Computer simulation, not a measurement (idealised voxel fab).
process module | voxel gate over fins
cross-section cut | 240 nm wide | cells 5 nm
A cross-section is a grid of square cells, given in bands from the top down. A band is one or more rows of cells.
Each band's line starts with the height of the band's top and of its bottom, in nm. Then come its materials from left to right, each with its width in nm. One material with "throughout" fills the band from edge to edge. "air" is empty space.
Height 0 is the level under which the wafer as received is all one material. The lowest band goes on downwards, as in "0 down".
A width such as "30 to 40" changes by the same amount from each row of cells to the next, from the band's top row to its bottom row.
"no change" after a step means that no cell of the cross-section changed.
closed voids: empty space of 8 cells or more with no open way to the top, each as width x height at its distance from the left edge, in nm
after a step's settings: what the simulator itself notes on the step
overlay nm, on a step with a mask: how far to the right of its planned place the mask lay; to the left if negative
plan
1 op RECEIVE | material Si
2 op CONFORMAL_DEP | material SiN | thk nm 10
3 op MASKED_ETCH | tone cover | mask id FINS | width nm 15 | pitch nm 60 | etch materials SiN | depth nm 10 | overlay nm 0
4 op MASKED_ETCH | tone cover | mask id FINS | width nm 15 | pitch nm 60 | etch materials Si | depth nm 40 | overlay nm 0
5 op FILL_DEP | material SiO2 | thk nm 15
6 op CMP | height nm 10
7 op PATTERN | tone open | mask id RAIL | material resist | width nm 15 | thk nm 15 | overlay nm 0
8 op DIRECTIONAL_ETCH | etch materials SiO2 | depth nm 45
9 op STRIP | etch materials resist
10 op CONFORMAL_DEP | material TiN | thk nm 5
11 op FILL_DEP | material W | thk nm 5
12 op CMP | height nm 10
13 op SELECTIVE_ETCH | etch materials W Ru TiN | depth nm 30
14 op FILL_DEP | material SiO2 | thk nm 5
15 op CMP | height nm 10
16 op SELECTIVE_ETCH | etch materials SiO2 | depth nm 25
17 op STRIP | etch materials SiN
18 op CONFORMAL_DEP | material HfO2 | thk nm 5
19 op CONFORMAL_DEP | material TiN | thk nm 5
20 op FILL_DEP | material W | thk nm 10
21 op CMP | height nm 15
22 op CONFORMAL_DEP | material SiN | thk nm 10
first wafer, as planned
as received, after step 1
  0 down: Si throughout
  closed voids: none
after step 2
  10 to 0: SiN throughout
  below 0: unchanged
after step 3
  10 to 0: air 80 | SiN 15 | air 45 | SiN 15 | air 85
  below 0: unchanged
after step 4
  10 to 0: air 80 | SiN 15 | air 45 | SiN 15 | air 85
  0 to -40: air 80 | Si 15 | air 45 | Si 15 | air 85
  below -40: unchanged
after step 5
  25 to 10: SiO2 throughout
  10 to 0: SiO2 80 | SiN 15 | SiO2 45 | SiN 15 | SiO2 85
  0 to -40: SiO2 80 | Si 15 | SiO2 45 | Si 15 | SiO2 85
  below -40: unchanged
after step 6
  10 to 0: SiO2 80 | SiN 15 | SiO2 45 | SiN 15 | SiO2 85
  below 0: unchanged
after step 7
  25 to 10: resist 110 | air 15 | resist 115
  below 10: unchanged
after step 8
  25 to 10: resist 110 | air 15 | resist 115
  10 to 0: SiO2 80 | SiN 15 | SiO2 15 | air 15 | SiO2 15 | SiN 15 | SiO2 85
  0 to -35: SiO2 80 | Si 15 | SiO2 15 | air 15 | SiO2 15 | Si 15 | SiO2 85
  below -35: unchanged
after step 9
  10 to 0: SiO2 80 | SiN 15 | SiO2 15 | air 15 | SiO2 15 | SiN 15 | SiO2 85
  below 0: unchanged
after step 10
  15 to 10: TiN 115 | air 5 | TiN 120
  10 to 0: SiO2 80 | SiN 15 | SiO2 15 | TiN 5 | air 5 | TiN 5 | SiO2 15 | SiN 15 | SiO2 85
  0 to -30: SiO2 80 | Si 15 | SiO2 15 | TiN 5 | air 5 | TiN 5 | SiO2 15 | Si 15 | SiO2 85
  -30 to -35: SiO2 80 | Si 15 | SiO2 15 | TiN 15 | SiO2 15 | Si 15 | SiO2 85
  below -35: unchanged
after step 11
  20 to 15: W throughout
  15 to 10: TiN 115 | W 5 | TiN 120
  10 to 0: SiO2 80 | SiN 15 | SiO2 15 | TiN 5 | W 5 | TiN 5 | SiO2 15 | SiN 15 | SiO2 85
  0 to -30: SiO2 80 | Si 15 | SiO2 15 | TiN 5 | W 5 | TiN 5 | SiO2 15 | Si 15 | SiO2 85
  below -30: unchanged
after step 12
  10 to 0: SiO2 80 | SiN 15 | SiO2 15 | TiN 5 | W 5 | TiN 5 | SiO2 15 | SiN 15 | SiO2 85
  below 0: unchanged
after step 13
  10 to 0: SiO2 80 | SiN 15 | SiO2 15 | air 15 | SiO2 15 | SiN 15 | SiO2 85
  0 to -20: SiO2 80 | Si 15 | SiO2 15 | air 15 | SiO2 15 | Si 15 | SiO2 85
  below -20: unchanged
after step 14
  15 to 10: SiO2 throughout
  10 to 0: SiO2 80 | SiN 15 | SiO2 45 | SiN 15 | SiO2 85
  0 to -20: SiO2 80 | Si 15 | SiO2 45 | Si 15 | SiO2 85
  below -20: unchanged
after step 15
  10 to 0: SiO2 80 | SiN 15 | SiO2 45 | SiN 15 | SiO2 85
  below 0: unchanged
after step 16
  10 to 0: air 80 | SiN 15 | air 45 | SiN 15 | air 85
  0 to -15: air 80 | Si 15 | air 45 | Si 15 | air 85
  below -15: unchanged
after step 17
  0 to -15: air 80 | Si 15 | air 45 | Si 15 | air 85
  below -15: unchanged
after step 18
  5 to 0: air 75 | HfO2 25 | air 35 | HfO2 25 | air 80
  0 to -10: air 75 | HfO2 5 | Si 15 | HfO2 5 | air 35 | HfO2 5 | Si 15 | HfO2 5 | air 80
  -10 to -15: HfO2 80 | Si 15 | HfO2 45 | Si 15 | HfO2 85
  below -15: unchanged
after step 19
  10 to 5: air 70 | TiN 35 | air 25 | TiN 35 | air 75
  5 to 0: air 70 | TiN 5 | HfO2 25 | TiN 5 | air 25 | TiN 5 | HfO2 25 | TiN 5 | air 75
  0 to -5: air 70 | TiN 5 | HfO2 5 | Si 15 | HfO2 5 | TiN 5 | air 25 | TiN 5 | HfO2 5 | Si 15 | HfO2 5 | TiN 5 | air 75
  -5 to -10: TiN 75 | HfO2 5 | Si 15 | HfO2 5 | TiN 35 | HfO2 5 | Si 15 | HfO2 5 | TiN 80
  below -10: unchanged
after step 20
  20 to 10: W throughout
  10 to 5: W 70 | TiN 35 | W 25 | TiN 35 | W 75
  5 to 0: W 70 | TiN 5 | HfO2 25 | TiN 5 | W 25 | TiN 5 | HfO2 25 | TiN 5 | W 75
  0 to -5: W 70 | TiN 5 | HfO2 5 | Si 15 | HfO2 5 | TiN 5 | W 25 | TiN 5 | HfO2 5 | Si 15 | HfO2 5 | TiN 5 | W 75
  below -5: unchanged
after step 21
  15 to 10: W throughout
  below 10: unchanged
after step 22
  25 to 15: SiN throughout
  below 15: unchanged
second wafer: like start, like plan, one mistake. Through step 6 it matches the first wafer
when step 7 should have ended
  25 to 10: air 110 | resist 15 | air 115
  below 10: unchanged
when step 8 should have ended
  25 to 10: air 110 | resist 15 | air 115
  10 to 0: air 80 | SiN 15 | air 15 | SiO2 15 | air 15 | SiN 15 | air 85
  0 to -35: air 80 | Si 15 | air 15 | SiO2 15 | air 15 | Si 15 | air 85
  below -35: unchanged
when step 9 should have ended
  10 to 0: air 80 | SiN 15 | air 15 | SiO2 15 | air 15 | SiN 15 | air 85
  below 0: unchanged
when step 10 should have ended
  15 to 10: air 75 | TiN 25 | air 5 | TiN 25 | air 5 | TiN 25 | air 80
  10 to 0: air 75 | TiN 5 | SiN 15 | TiN 5 | air 5 | TiN 5 | SiO2 15 | TiN 5 | air 5 | TiN 5 | SiN 15 | TiN 5 | air 80
  0 to -30: air 75 | TiN 5 | Si 15 | TiN 5 | air 5 | TiN 5 | SiO2 15 | TiN 5 | air 5 | TiN 5 | Si 15 | TiN 5 | air 80
  -30 to -35: TiN 80 | Si 15 | TiN 15 | SiO2 15 | TiN 15 | Si 15 | TiN 85
  below -35: unchanged
when step 11 should have ended
  20 to 15: W throughout
  15 to 10: W 75 | TiN 25 | W 5 | TiN 25 | W 5 | TiN 25 | W 80
  10 to 0: W 75 | TiN 5 | SiN 15 | TiN 5 | W 5 | TiN 5 | SiO2 15 | TiN 5 | W 5 | TiN 5 | SiN 15 | TiN 5 | W 80
  0 to -30: W 75 | TiN 5 | Si 15 | TiN 5 | W 5 | TiN 5 | SiO2 15 | TiN 5 | W 5 | TiN 5 | Si 15 | TiN 5 | W 80
  below -30: unchanged
when step 12 should have ended
  10 to 0: W 75 | TiN 5 | SiN 15 | TiN 5 | W 5 | TiN 5 | SiO2 15 | TiN 5 | W 5 | TiN 5 | SiN 15 | TiN 5 | W 80
  below 0: unchanged
when step 13 should have ended
  10 to 0: air 80 | SiN 15 | air 15 | SiO2 15 | air 15 | SiN 15 | air 85
  0 to -20: air 80 | Si 15 | air 15 | SiO2 15 | air 15 | Si 15 | air 85
  below -20: unchanged
when step 14 should have ended
  15 to 10: SiO2 throughout
  10 to 0: SiO2 80 | SiN 15 | SiO2 45 | SiN 15 | SiO2 85
  0 to -20: SiO2 80 | Si 15 | SiO2 45 | Si 15 | SiO2 85
  below -20: unchanged
when step 15 should have ended
  10 to 0: SiO2 80 | SiN 15 | SiO2 45 | SiN 15 | SiO2 85
  below 0: unchanged
when step 16 should have ended
  10 to 0: air 80 | SiN 15 | air 45 | SiN 15 | air 85
  0 to -15: air 80 | Si 15 | air 45 | Si 15 | air 85
  below -15: unchanged
when step 17 should have ended
  0 to -15: air 80 | Si 15 | air 45 | Si 15 | air 85
  below -15: unchanged
when step 18 should have ended
  5 to 0: air 75 | HfO2 25 | air 35 | HfO2 25 | air 80
  0 to -10: air 75 | HfO2 5 | Si 15 | HfO2 5 | air 35 | HfO2 5 | Si 15 | HfO2 5 | air 80
  -10 to -15: HfO2 80 | Si 15 | HfO2 45 | Si 15 | HfO2 85
  below -15: unchanged
when step 19 should have ended
  10 to 5: air 70 | TiN 35 | air 25 | TiN 35 | air 75
  5 to 0: air 70 | TiN 5 | HfO2 25 | TiN 5 | air 25 | TiN 5 | HfO2 25 | TiN 5 | air 75
  0 to -5: air 70 | TiN 5 | HfO2 5 | Si 15 | HfO2 5 | TiN 5 | air 25 | TiN 5 | HfO2 5 | Si 15 | HfO2 5 | TiN 5 | air 75
  -5 to -10: TiN 75 | HfO2 5 | Si 15 | HfO2 5 | TiN 35 | HfO2 5 | Si 15 | HfO2 5 | TiN 80
  below -10: unchanged
when step 20 should have ended
  20 to 10: W throughout
  10 to 5: W 70 | TiN 35 | W 25 | TiN 35 | W 75
  5 to 0: W 70 | TiN 5 | HfO2 25 | TiN 5 | W 25 | TiN 5 | HfO2 25 | TiN 5 | W 75
  0 to -5: W 70 | TiN 5 | HfO2 5 | Si 15 | HfO2 5 | TiN 5 | W 25 | TiN 5 | HfO2 5 | Si 15 | HfO2 5 | TiN 5 | W 75
  below -5: unchanged
when step 21 should have ended
  15 to 10: W throughout
  below 10: unchanged
when step 22 should have ended
  25 to 15: SiN throughout
  below 15: unchanged
what went wrong: step 7 ran as: op PATTERN | tone cover | mask id RAIL | material resist | width nm 15 | thk nm 15 | overlay nm 0
at the end the second wafer has, in cells: 108 fewer of SiO2 | 44 more of TiN | 64 more of W
